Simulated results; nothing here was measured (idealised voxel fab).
Process module heading - voxel air gaps
FYI the section here is cut, 150 nm wide, cells are 5 nm squares.
Format of a cross-section: grid, square cells. Given as bands. Order: top down. Band: one or more rows of cells.
Band: top and bottom heights (nm) first, top before bottom; then materials from left to right, widths in nm. "full width" marks a sole material filling the band edge to edge. "empty" denotes empty space.
Height is counted from the level 0, under which the received wafer is composed throughout of one material. The lowest of the bands is not closed at the bottom but continues downward, in the notation "0..down".
Quick explanation for "30..40": the width changes in equal steps down the rows of cells, from the first number in the band's top row to the second number in its bottom row.
"identical to before" after a step means that no cell of the cross-section changed.
Empty spaces without an open route to the top, at least 8 cells in extent, make up the entry "Cavities, closed"; each is given as width x height at distance, where the distance is measured from the left edge, and all are in nm.
The remark found on a step's line after its settings is issued by the simulator itself and pertains to that step.
Regarding "overlay nm": on a step with a mask, it is the distance the mask lay to the right of its planned place; a negative value places it to the left.
## List of planned process steps
step 1: RECEIVE [material Si]
step 2: CONFORMAL_DEP [material SiO2] [thk nm 15]
step 3: CONFORMAL_DEP [material SiN] [thk nm 5]
step 4: DIRECTIONAL_DEP [material SiO2] [thk nm 35]
step 5: MASKED_ETCH [tone open] [mask id LINES] [width nm 20] [pitch nm 45] [etch materials SiO2] [depth nm 35] [overlay nm 0]
step 6: CONFORMAL_DEP [material TiN] [thk nm 5]
step 7: FILL_DEP [material Ru] [thk nm 5]
step 8: CMP [height nm 55]
step 9: EPI [material Ru] [thk nm 10]
step 10: SELECTIVE_ETCH [etch materials SiO2] [depth nm 45]
step 11: CONFORMAL_DEP [material SiN] [thk nm 5]
## Here's what the wafer looked like in cross-section when it arrived - that's after step 1
> 0..down | Si full width
> Cavities, closed: none
## End-of-module cross-section of the first of two wafers, processed as planned
> 70..65 | 5 of empty  140 of SiN  5 of empty
> 65..55 | 5 of empty  5 of SiN  40 of Ru  5 of SiN  40 of Ru  5 of SiN  40 of Ru  5 of SiN  5 of empty
> 55..50 | 5 of empty  15 of SiN  5 of TiN  10 of Ru  5 of TiN  25 of SiN  5 of TiN  10 of Ru  5 of TiN  25 of SiN  5 of TiN  10 of Ru  5 of TiN  15 of SiN  5 of empty
> 50..25 | 15 of empty  5 of SiN  5 of TiN  10 of Ru  5 of TiN  5 of SiN  15 of empty  5 of SiN  5 of TiN  10 of Ru  5 of TiN  5 of SiN  15 of empty  5 of SiN  5 of TiN  10 of Ru  5 of TiN  5 of SiN  15 of empty
> 25..20 | 20 of SiN  20 of TiN  25 of SiN  20 of TiN  25 of SiN  20 of TiN  20 of SiN
> 20..15 | SiN full width
> 15..0 | SiO2 full width
> 0..down | Si full width
> Cavities, closed: 15 x 25 at 45; 15 x 25 at 90
## Cross-sectional view of the second of two wafers upon completion of the module. This wafer shared its starting condition and process plan with the first; one error was made during its execution
> 70..65 | SiN full width
> 65..55 | Ru full width
> 55..25 | 15 of Ru  5 of TiN  20 of SiO2  5 of TiN  15 of Ru  5 of TiN  20 of SiO2  5 of TiN  15 of Ru  5 of TiN  20 of SiO2  5 of TiN  15 of Ru
> 25..20 | 20 of TiN  20 of SiO2  25 of TiN  20 of SiO2  25 of TiN  20 of SiO2  20 of TiN
> 20..15 | SiN full width
> 15..0 | SiO2 full width
> 0..down | Si full width
> Cavities, closed: none
Nonconformance to the process plan: step 5 off recipe, ran as MASKED_ETCH [tone cover] [mask id LINES] [width nm 20] [pitch nm 45] [etch materials SiO2] [depth nm 35] [overlay nm 0]
Final comparison by cell count, materials where the second wafer has more or fewer than the first: 48 more of Ru; 70 fewer of SiN; 84 more of SiO2; 6 more of TiN
Note - end result: 2 closed voids (first wafer), 0 closed voids (second wafer).
